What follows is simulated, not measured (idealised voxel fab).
process module | voxel wiring stack
Cross-section cut spans 190 nm and uses square cells 5 nm in size.
Heads up, the way a cross-section reads in here is a grid of square cells, handed over as bands from the top down, with every band being one or more rows of cells. A band entry consists of two parts. The first gives the height of the band's top and the height of its bottom, in nm. The rest lists the band's materials from left to right, each with its width in nm. A single material labelled with the word "full width" fills the band from edge to edge, and the word "empty" marks empty space. Zero point of the height axis is 0; under it, received wafer = one material. Lowest band: continues down indefinitely, "0..down". The notation "30..40" denotes a width that varies across the rows of cells in the band, beginning at the first number in the top row, finishing at the second number in the bottom row, and changing by an identical amount from each row to the next. Reading "all unchanged" for a step: not a cell of the cross-section changed in it. Heads up: "Trapped cavities" only lists the empty pockets with no open path to the top that are 8 cells or more, and it writes them as width x height at distance, distance from the left edge, in nm. Anything after a step's settings on that line? It's the simulator's own note about the step. A step line may carry the setting "overlay nm", which, for steps involving a mask, states the distance by which the mask lay to the right of its intended position; negative values denote displacement to the left.

## Steps planned for the process
1: RECEIVE | material Si
2: CONFORMAL_DEP | material SiO2 | thk nm 15
3: CONFORMAL_DEP | material SiCN | thk nm 5
4: DIRECTIONAL_DEP | material lowk | thk nm 15
5: DIRECTIONAL_DEP | material aC | thk nm 15
6: PATTERN | tone open | mask id METAL_1 | material resist | width nm 20 | pitch nm 35 | thk nm 35 | overlay nm 0
7: DIRECTIONAL_ETCH | etch materials aC | depth nm 15
8: STRIP | etch materials resist
9: DIRECTIONAL_ETCH | etch materials lowk | depth nm 15
10: DIRECTIONAL_ETCH | etch materials SiCN | depth nm 5
11: STRIP | etch materials aC
12: CONFORMAL_DEP | material TiN | thk nm 5
13: FILL_DEP | material W | thk nm 5
14: CMP | height nm 35
15: CONFORMAL_DEP | material SiCN | thk nm 5
16: DIRECTIONAL_DEP | material lowk | thk nm 15
17: PATTERN | tone open | mask id PLUG_1 | material resist | width nm 15 | pitch nm 35 | thk nm 15 | overlay nm 0
18: DIRECTIONAL_ETCH | etch materials lowk | depth nm 15
19: DIRECTIONAL_ETCH | etch materials SiCN | depth nm 5
20: STRIP | etch materials resist
21: EPI | material Ru | thk nm 10
22: EPI | material Ru | thk nm 10
23: DIRECTIONAL_DEP | material TiN | thk nm 5
24: DIRECTIONAL_DEP | material Ru | thk nm 15
25: MASKED_ETCH | tone cover | mask id METAL_2 | width nm 20 | pitch nm 35 | etch materials Ru | depth nm 15 | overlay nm 0
26: MASKED_ETCH | tone cover | mask id METAL_2 | width nm 20 | pitch nm 35 | etch materials TiN | depth nm 5 | overlay nm 0
27: CONFORMAL_DEP | material SiCN | thk nm 5
28: FILL_DEP | material lowk | thk nm 5
29: CMP | height nm 75
30: CONFORMAL_DEP | material SiCN | thk nm 5
31: DIRECTIONAL_DEP | material lowk | thk nm 30
32: PATTERN | tone open | mask id METAL_3_HOLES | material resist | width nm 15 | pitch nm 35 | thk nm 15 | overlay nm 0
33: DIRECTIONAL_ETCH | etch materials lowk | depth nm 30
34: STRIP | etch materials resist
35: DIRECTIONAL_DEP | material aC | thk nm 15
36: PATTERN | tone open | mask id METAL_3 | material resist | width nm 20 | pitch nm 35 | thk nm 35 | overlay nm -15
37: DIRECTIONAL_ETCH | etch materials aC | depth nm 15
38: STRIP | etch materials resist
39: DIRECTIONAL_ETCH | etch materials lowk | depth nm 15
40: DIRECTIONAL_ETCH | etch materials SiCN | depth nm 5
41: STRIP | etch materials aC
42: CONFORMAL_DEP | material TiN | thk nm 5
43: FILL_DEP | material Ru | thk nm 10
44: CMP | height nm 110
45: CONFORMAL_DEP | material SiCN | thk nm 5
The value of overlay nm given for step 36 in the plan refers to the first wafer; the wafers vary in this setting and are alike at the start.

## Cut through the first of several wafers as received, post step 1
0..down: Si full width
Trapped cavities: none

## Cross-section after step 45, the final step of the module, for the first of several wafers
115..110: SiCN full width
110..100: lowk: 50; TiN: 5; Ru: 20; TiN: 5; lowk: 5; TiN: 5; Ru: 20; TiN: 5; lowk: 75
100..95: lowk: 50; TiN: 20; Ru: 5; TiN: 5; lowk: 5; TiN: 20; Ru: 5; TiN: 5; lowk: 75
95..85: lowk: 65; TiN: 5; Ru: 5; TiN: 5; lowk: 20; TiN: 5; Ru: 5; TiN: 5; lowk: 75
85..80: lowk: 65; TiN: 15; lowk: 20; TiN: 15; lowk: 75
80..75: SiCN: 65; TiN: 5; SiCN: 30; TiN: 5; SiCN: 85
75..60: lowk: 60; SiCN: 5; Ru: 20; SiCN: 5; lowk: 5; SiCN: 5; Ru: 20; SiCN: 5; lowk: 65
60..55: SiCN: 65; TiN: 20; SiCN: 15; TiN: 20; SiCN: 70
55..40: lowk: 65; Ru: 15; lowk: 20; Ru: 15; lowk: 75
40..35: SiCN: 65; Ru: 15; SiCN: 20; Ru: 15; SiCN: 75
35..20: lowk: 65; TiN: 5; W: 10; TiN: 5; lowk: 15; TiN: 5; W: 10; TiN: 5; lowk: 70
20..15: SiCN: 65; TiN: 20; SiCN: 15; TiN: 20; SiCN: 70
15..0: SiO2 full width
0..down: Si full width
Trapped cavities: none

## last wafer at the end
115..110: SiCN full width
110..100: lowk: 65; TiN: 5; Ru: 60; TiN: 5; lowk: 55
100..95: lowk: 65; TiN: 5; Ru: 5; TiN: 30; Ru: 5; TiN: 25; lowk: 55
95..85: lowk: 65; TiN: 5; Ru: 5; TiN: 5; lowk: 20; TiN: 5; Ru: 5; TiN: 5; lowk: 75
85..80: lowk: 65; TiN: 15; lowk: 20; TiN: 15; lowk: 75
80..75: SiCN full width
75..60: lowk: 60; SiCN: 5; Ru: 20; SiCN: 5; lowk: 5; SiCN: 5; Ru: 20; SiCN: 5; lowk: 65
60..55: SiCN: 65; TiN: 20; SiCN: 15; TiN: 20; SiCN: 70
55..40: lowk: 65; Ru: 15; lowk: 20; Ru: 15; lowk: 75
40..35: SiCN: 65; Ru: 15; SiCN: 20; Ru: 15; SiCN: 75
35..20: lowk: 65; TiN: 5; W: 10; TiN: 5; lowk: 15; TiN: 5; W: 10; TiN: 5; lowk: 70
20..15: SiCN: 65; TiN: 20; SiCN: 15; TiN: 20; SiCN: 70
15..0: SiO2 full width
0..down: Si full width
Trapped cavities: none

## Per-wafer rows below. For each material: cells gained (+) or lost (-) since the wafer was received, as of end of module. Then: closed voids
overlay nm -15 | +70 Ru | +178 SiCN | +114 SiO2 | +62 TiN | +12 W | +438 lowk | Trapped cavities: none
overlay nm -10 | +66 Ru | +176 SiCN | +114 SiO2 | +62 TiN | +12 W | +444 lowk | Trapped cavities: none
overlay nm -5 | +64 Ru | +174 SiCN | +114 SiO2 | +60 TiN | +12 W | +450 lowk | Trapped cavities: none
overlay nm 0 | +64 Ru | +174 SiCN | +114 SiO2 | +60 TiN | +12 W | +450 lowk | Trapped cavities: none
overlay nm 5 | +66 Ru | +176 SiCN | +114 SiO2 | +62 TiN | +12 W | +444 lowk | Trapped cavities: none
overlay nm 10 | +70 Ru | +178 SiCN | +114 SiO2 | +62 TiN | +12 W | +438 lowk | Trapped cavities: none
overlay nm 15 | +78 Ru | +180 SiCN | +114 SiO2 | +58 TiN | +12 W | +432 lowk | Trapped cavities: none
